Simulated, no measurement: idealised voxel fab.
Documented hereafter: the process module known as voxel lift off.
In the cross-section labelled cut, the width is 190 nm and each square cell is 5 nm.
Notation: cross-section as square-cell grid; stated in bands, top first, going down; one or more cell rows per band. Quick guide to a band line: top height, bottom height (nm) up front; then every material left to right with its width in nm. Only one material and it's marked "throughout"? Then it fills the band edge to edge. And "air" just means empty space. The level at which height equals 0 is the one under which the wafer, as it arrives, is entirely one material. No lower edge exists for the bottom band, which continues downward and is notated as in "z 0 and below". Width: "30 to 40" (first number = top row, second number = bottom row, same change from row to row of cells). When a step is marked "no change occurred", none of the cells in the cross-section changed during that step. Enclosed voids (no open way to top), threshold 8 cells or more, entry "Enclosed cavity list", notation width x height at distance, distance from left edge, nm. Anything after a step's settings on that line? It's the simulator's own note about the step. What "overlay nm" on a step's line means: if the step has a mask, that mask lay this far to the right of its planned place, or, when the value is negative, to the left.
Planned process steps
1) RECEIVE,material Si
2) CONFORMAL_DEP,material SiN,thk nm 15
3) PATTERN,tone open,mask id LINES,material resist,width nm 25,pitch nm 55,thk nm 20,overlay nm 0
4) DIRECTIONAL_DEP,material Ru,thk nm 5
5) STRIP,etch materials resist
6) CONFORMAL_DEP,material SiCN,thk nm 5
Cross-section of the wafer upon arrival, representing the state reached after step 1
	z 0 and below = Si throughout
	Enclosed cavity list: none
Looking at the first of two wafers in cross-section at end of module - ran to plan
	z 25 to 20 = air (20); SiCN (35); air (20); SiCN (35); air (20); SiCN (35); air (25)
	z 20 to 15 = SiCN (25); Ru (25); SiCN (30); Ru (25); SiCN (30); Ru (25); SiCN (30)
	z 15 to 0 = SiN throughout
	z 0 and below = Si throughout
	Enclosed cavity list: none
Module end: cross-section of wafer two of two. Same start and process plan as the first wafer. One mistake during execution
	z 10 to 5 = air (20); SiCN (35); air (20); SiCN (35); air (20); SiCN (35); air (25)
	z 5 to 0 = SiCN (25); Ru (25); SiCN (30); Ru (25); SiCN (30); Ru (25); SiCN (30)
	z 0 and below = Si throughout
	Enclosed cavity list: none
Diagnosis: step 2 of the plan never got run, it was skipped over
Counted in cells at the end, the second wafer holds more or fewer of these materials than the first: -114 SiN
